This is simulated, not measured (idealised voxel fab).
The process module presented herein is designated voxel gate over fins.
Cross-section cut: width 245 nm, square cells of 5 nm.
A cross-section in this document is a grid of square cells, and it is written down as bands, the top band listed before the ones below it; a band is made up of one or more rows of cells. Band: top height; bottom height; in nm. Then, left to right: material with width in nm, for each material. "all across": a single material spanning edge to edge. "blank": empty space. Ref level 0: as-received wafer is one material below here. Bottom band extends down with no lower bound ("0 down"). So if you see something like "30 to 40" for the width, read it as the top row of the band sitting at the first number and the bottom row at the second, with every row in between moving by the same amount as the last. You'll sometimes find "no alteration" written for a step, and that's the way of saying that nowhere in the cross-section did a cell change during that step. If an empty space has no open way to the top and is at least 8 cells in size, "Sealed voids" lists it, written width x height at distance, where distance is measured from the left edge and every value is in nm. after a step's settings: what the simulator itself notes on the step. Among the settings permitted on a step's line is "overlay nm"; applied to a step with a mask, it specifies the extent to which the mask lay to the right of its planned position, whereas a negative figure signifies a position to the left.

PROCESS STEPS - PLAN
1: op RECEIVE | material Si
2: op CONFORMAL_DEP | material SiN | thk nm 5
3: op MASKED_ETCH | tone cover | mask id FINS | width nm 15 | pitch nm 55 | etch materials SiN | depth nm 5 | overlay nm 0
4: op MASKED_ETCH | tone cover | mask id FINS | width nm 15 | pitch nm 55 | etch materials Si | depth nm 30 | overlay nm 0
5: op OXIDIZE | depth nm 5
6: op FILL_DEP | material SiO2 | thk nm 15
7: op CMP | height nm 5
8: op PATTERN | tone open | mask id RAIL | material resist | width nm 15 | thk nm 20 | overlay nm 0
9: op DIRECTIONAL_ETCH | etch materials SiO2 | depth nm 30
10: op STRIP | etch materials resist
11: op CONFORMAL_DEP | material TiN | thk nm 5
12: op FILL_DEP | material W | thk nm 5
13: op CMP | height nm 5
14: op SELECTIVE_ETCH | etch materials W Ru TiN | depth nm 25
15: op FILL_DEP | material SiO2 | thk nm 5
16: op CMP | height nm 5
17: op SELECTIVE_ETCH | etch materials SiO2 | depth nm 20
18: op STRIP | etch materials SiN
19: op CONFORMAL_DEP | material HfO2 | thk nm 5
20: op CONFORMAL_DEP | material TiN | thk nm 5
21: op FILL_DEP | material W | thk nm 10
22: op CMP | height nm 15
23: op CONFORMAL_DEP | material SiN | thk nm 5

FIRST OF TWO WAFERS: RUN AS PLANNED

RECEIVED-STATE CROSS-SECTION, REFLECTING COMPLETION OF STEP 1
> 0 down  Si all across
> Sealed voids: none

CROSS-SECTION: WAFER STATE AFTER STEP 2
> 5 to 0  SiN all across
> All layers under 0 are left as they were.

CROSS-SECTION: WAFER STATE AFTER STEP 3
> 5 to 0  blank 30 nm | SiN 15 nm | blank 40 nm | SiN 15 nm | blank 40 nm | SiN 15 nm | blank 40 nm | SiN 15 nm | blank 35 nm
> All layers under 0 are left as they were.

CROSS-SECTION: WAFER STATE AFTER STEP 4
> 5 to 0  blank 30 nm | SiN 15 nm | blank 40 nm | SiN 15 nm | blank 40 nm | SiN 15 nm | blank 40 nm | SiN 15 nm | blank 35 nm
> 0 to -30  blank 30 nm | Si 15 nm | blank 40 nm | Si 15 nm | blank 40 nm | Si 15 nm | blank 40 nm | Si 15 nm | blank 35 nm
> All layers under -30 are left as they were.

CROSS-SECTION: WAFER STATE AFTER STEP 5
> 5 to 0  blank 30 nm | SiN 15 nm | blank 40 nm | SiN 15 nm | blank 40 nm | SiN 15 nm | blank 40 nm | SiN 15 nm | blank 35 nm
> 0 to -30  blank 30 nm | SiO2 5 nm | Si 5 nm | SiO2 5 nm | blank 40 nm | SiO2 5 nm | Si 5 nm | SiO2 5 nm | blank 40 nm | SiO2 5 nm | Si 5 nm | SiO2 5 nm | blank 40 nm | SiO2 5 nm | Si 5 nm | SiO2 5 nm | blank 35 nm
> -30 to -35  SiO2 35 nm | Si 5 nm | SiO2 50 nm | Si 5 nm | SiO2 50 nm | Si 5 nm | SiO2 50 nm | Si 5 nm | SiO2 40 nm
> All layers under -35 are left as they were.

CROSS-SECTION: WAFER STATE AFTER STEP 6
> 20 to 5  SiO2 all across
> 5 to 0  SiO2 30 nm | SiN 15 nm | SiO2 40 nm | SiN 15 nm | SiO2 40 nm | SiN 15 nm | SiO2 40 nm | SiN 15 nm | SiO2 35 nm
> 0 to -35  SiO2 35 nm | Si 5 nm | SiO2 50 nm | Si 5 nm | SiO2 50 nm | Si 5 nm | SiO2 50 nm | Si 5 nm | SiO2 40 nm
> All layers under -35 are left as they were.

CROSS-SECTION: WAFER STATE AFTER STEP 7
> 5 to 0  SiO2 30 nm | SiN 15 nm | SiO2 40 nm | SiN 15 nm | SiO2 40 nm | SiN 15 nm | SiO2 40 nm | SiN 15 nm | SiO2 35 nm
> All layers under 0 are left as they were.

CROSS-SECTION: WAFER STATE AFTER STEP 8
> 25 to 5  resist 55 nm | blank 15 nm | resist 175 nm
> All layers under 5 are left as they were.

CROSS-SECTION: WAFER STATE AFTER STEP 9
> 25 to 5  resist 55 nm | blank 15 nm | resist 175 nm
> 5 to 0  SiO2 30 nm | SiN 15 nm | SiO2 10 nm | blank 15 nm | SiO2 15 nm | SiN 15 nm | SiO2 40 nm | SiN 15 nm | SiO2 40 nm | SiN 15 nm | SiO2 35 nm
> 0 to -25  SiO2 35 nm | Si 5 nm | SiO2 15 nm | blank 15 nm | SiO2 20 nm | Si 5 nm | SiO2 50 nm | Si 5 nm | SiO2 50 nm | Si 5 nm | SiO2 40 nm
> All layers under -25 are left as they were.

CROSS-SECTION: WAFER STATE AFTER STEP 10
> 5 to 0  SiO2 30 nm | SiN 15 nm | SiO2 10 nm | blank 15 nm | SiO2 15 nm | SiN 15 nm | SiO2 40 nm | SiN 15 nm | SiO2 40 nm | SiN 15 nm | SiO2 35 nm
> All layers under 0 are left as they were.

CROSS-SECTION: WAFER STATE AFTER STEP 11
> 10 to 5  TiN 60 nm | blank 5 nm | TiN 180 nm
> 5 to 0  SiO2 30 nm | SiN 15 nm | SiO2 10 nm | TiN 5 nm | blank 5 nm | TiN 5 nm | SiO2 15 nm | SiN 15 nm | SiO2 40 nm | SiN 15 nm | SiO2 40 nm | SiN 15 nm | SiO2 35 nm
> 0 to -20  SiO2 35 nm | Si 5 nm | SiO2 15 nm | TiN 5 nm | blank 5 nm | TiN 5 nm | SiO2 20 nm | Si 5 nm | SiO2 50 nm | Si 5 nm | SiO2 50 nm | Si 5 nm | SiO2 40 nm
> -20 to -25  SiO2 35 nm | Si 5 nm | SiO2 15 nm | TiN 15 nm | SiO2 20 nm | Si 5 nm | SiO2 50 nm | Si 5 nm | SiO2 50 nm | Si 5 nm | SiO2 40 nm
> All layers under -25 are left as they were.

CROSS-SECTION: WAFER STATE AFTER STEP 12
> 15 to 10  W all across
> 10 to 5  TiN 60 nm | W 5 nm | TiN 180 nm
> 5 to 0  SiO2 30 nm | SiN 15 nm | SiO2 10 nm | TiN 5 nm | W 5 nm | TiN 5 nm | SiO2 15 nm | SiN 15 nm | SiO2 40 nm | SiN 15 nm | SiO2 40 nm | SiN 15 nm | SiO2 35 nm
> 0 to -20  SiO2 35 nm | Si 5 nm | SiO2 15 nm | TiN 5 nm | W 5 nm | TiN 5 nm | SiO2 20 nm | Si 5 nm | SiO2 50 nm | Si 5 nm | SiO2 50 nm | Si 5 nm | SiO2 40 nm
> All layers under -20 are left as they were.

CROSS-SECTION: WAFER STATE AFTER STEP 13
> 5 to 0  SiO2 30 nm | SiN 15 nm | SiO2 10 nm | TiN 5 nm | W 5 nm | TiN 5 nm | SiO2 15 nm | SiN 15 nm | SiO2 40 nm | SiN 15 nm | SiO2 40 nm | SiN 15 nm | SiO2 35 nm
> All layers under 0 are left as they were.

CROSS-SECTION: WAFER STATE AFTER STEP 14
> 5 to 0  SiO2 30 nm | SiN 15 nm | SiO2 10 nm | blank 15 nm | SiO2 15 nm | SiN 15 nm | SiO2 40 nm | SiN 15 nm | SiO2 40 nm | SiN 15 nm | SiO2 35 nm
> 0 to -20  SiO2 35 nm | Si 5 nm | SiO2 15 nm | blank 15 nm | SiO2 20 nm | Si 5 nm | SiO2 50 nm | Si 5 nm | SiO2 50 nm | Si 5 nm | SiO2 40 nm
> All layers under -20 are left as they were.

CROSS-SECTION: WAFER STATE AFTER STEP 15
> 10 to 5  SiO2 all across
> 5 to 0  SiO2 30 nm | SiN 15 nm | SiO2 40 nm | SiN 15 nm | SiO2 40 nm | SiN 15 nm | SiO2 40 nm | SiN 15 nm | SiO2 35 nm
> 0 to -20  SiO2 35 nm | Si 5 nm | SiO2 50 nm | Si 5 nm | SiO2 50 nm | Si 5 nm | SiO2 50 nm | Si 5 nm | SiO2 40 nm
> All layers under -20 are left as they were.

CROSS-SECTION: WAFER STATE AFTER STEP 16
> 5 to 0  SiO2 30 nm | SiN 15 nm | SiO2 40 nm | SiN 15 nm | SiO2 40 nm | SiN 15 nm | SiO2 40 nm | SiN 15 nm | SiO2 35 nm
> All layers under 0 are left as they were.

CROSS-SECTION: WAFER STATE AFTER STEP 17
> 5 to 0  blank 30 nm | SiN 15 nm | blank 40 nm | SiN 15 nm | blank 40 nm | SiN 15 nm | blank 40 nm | SiN 15 nm | blank 35 nm
> 0 to -15  blank 35 nm | Si 5 nm | blank 50 nm | Si 5 nm | blank 50 nm | Si 5 nm | blank 50 nm | Si 5 nm | blank 40 nm
> All layers under -15 are left as they were.

CROSS-SECTION: WAFER STATE AFTER STEP 18
> 0 to -15  blank 35 nm | Si 5 nm | blank 50 nm | Si 5 nm | blank 50 nm | Si 5 nm | blank 50 nm | Si 5 nm | blank 40 nm
> All layers under -15 are left as they were.

CROSS-SECTION: WAFER STATE AFTER STEP 19
> 5 to 0  blank 30 nm | HfO2 15 nm | blank 40 nm | HfO2 15 nm | blank 40 nm | HfO2 15 nm | blank 40 nm | HfO2 15 nm | blank 35 nm
> 0 to -10  blank 30 nm | HfO2 5 nm | Si 5 nm | HfO2 5 nm | blank 40 nm | HfO2 5 nm | Si 5 nm | HfO2 5 nm | blank 40 nm | HfO2 5 nm | Si 5 nm | HfO2 5 nm | blank 40 nm | HfO2 5 nm | Si 5 nm | HfO2 5 nm | blank 35 nm
> -10 to -15  HfO2 35 nm | Si 5 nm | HfO2 50 nm | Si 5 nm | HfO2 50 nm | Si 5 nm | HfO2 50 nm | Si 5 nm | HfO2 40 nm
> All layers under -15 are left as they were.

CROSS-SECTION: WAFER STATE AFTER STEP 20
> 10 to 5  blank 25 nm | TiN 25 nm | blank 30 nm | TiN 25 nm | blank 30 nm | TiN 25 nm | blank 30 nm | TiN 25 nm | blank 30 nm
> 5 to 0  blank 25 nm | TiN 5 nm | HfO2 15 nm | TiN 5 nm | blank 30 nm | TiN 5 nm | HfO2 15 nm | TiN 5 nm | blank 30 nm | TiN 5 nm | HfO2 15 nm | TiN 5 nm | blank 30 nm | TiN 5 nm | HfO2 15 nm | TiN 5 nm | blank 30 nm
> 0 to -5  blank 25 nm | TiN 5 nm | HfO2 5 nm | Si 5 nm | HfO2 5 nm | TiN 5 nm | blank 30 nm | TiN 5 nm | HfO2 5 nm | Si 5 nm | HfO2 5 nm | TiN 5 nm | blank 30 nm | TiN 5 nm | HfO2 5 nm | Si 5 nm | HfO2 5 nm | TiN 5 nm | blank 30 nm | TiN 5 nm | HfO2 5 nm | Si 5 nm | HfO2 5 nm | TiN 5 nm | blank 30 nm
> -5 to -10  TiN 30 nm | HfO2 5 nm | Si 5 nm | HfO2 5 nm | TiN 40 nm | HfO2 5 nm | Si 5 nm | HfO2 5 nm | TiN 40 nm | HfO2 5 nm | Si 5 nm | HfO2 5 nm | TiN 40 nm | HfO2 5 nm | Si 5 nm | HfO2 5 nm | TiN 35 nm
> All layers under -10 are left as they were.

CROSS-SECTION: WAFER STATE AFTER STEP 21
> 20 to 10  W all across
> 10 to 5  W 25 nm | TiN 25 nm | W 30 nm | TiN 25 nm | W 30 nm | TiN 25 nm | W 30 nm | TiN 25 nm | W 30 nm
> 5 to 0  W 25 nm | TiN 5 nm | HfO2 15 nm | TiN 5 nm | W 30 nm | TiN 5 nm | HfO2 15 nm | TiN 5 nm | W 30 nm | TiN 5 nm | HfO2 15 nm | TiN 5 nm | W 30 nm | TiN 5 nm | HfO2 15 nm | TiN 5 nm | W 30 nm
> 0 to -5  W 25 nm | TiN 5 nm | HfO2 5 nm | Si 5 nm | HfO2 5 nm | TiN 5 nm | W 30 nm | TiN 5 nm | HfO2 5 nm | Si 5 nm | HfO2 5 nm | TiN 5 nm | W 30 nm | TiN 5 nm | HfO2 5 nm | Si 5 nm | HfO2 5 nm | TiN 5 nm | W 30 nm | TiN 5 nm | HfO2 5 nm | Si 5 nm | HfO2 5 nm | TiN 5 nm | W 30 nm
> All layers under -5 are left as they were.

CROSS-SECTION: WAFER STATE AFTER STEP 22
> 15 to 10  W all across
> All layers under 10 are left as they were.

CROSS-SECTION: WAFER STATE AFTER STEP 23
> 20 to 15  SiN all across
> All layers under 15 are left as they were.

THE SECOND WAFER: IDENTICAL TO THE FIRST AT THE OUTSET AND IN ITS PLANNED SEQUENCE, DIFFERING ONLY IN THAT ONE MISTAKE WAS MADE DURING PROCESSING; UP TO AND INCLUDING STEP 22, ITS PATH IS THE FIRST WAFER'S PATH

THE SECOND WAFER CUT THROUGH, AT THE TIME STEP 23 WAS SUPPOSED TO BE FINISHED
> 20 to 15  TiN all across
> All layers under 15 are left as they were.
The plan and the run diverged here: off-plan run, step 23, actual operation and settings op CONFORMAL_DEP | material TiN | thk nm 5
Upon completion, the second wafer contains, in terms of cells, a greater or smaller amount of certain materials than the first wafer: SiN -49 | TiN +49
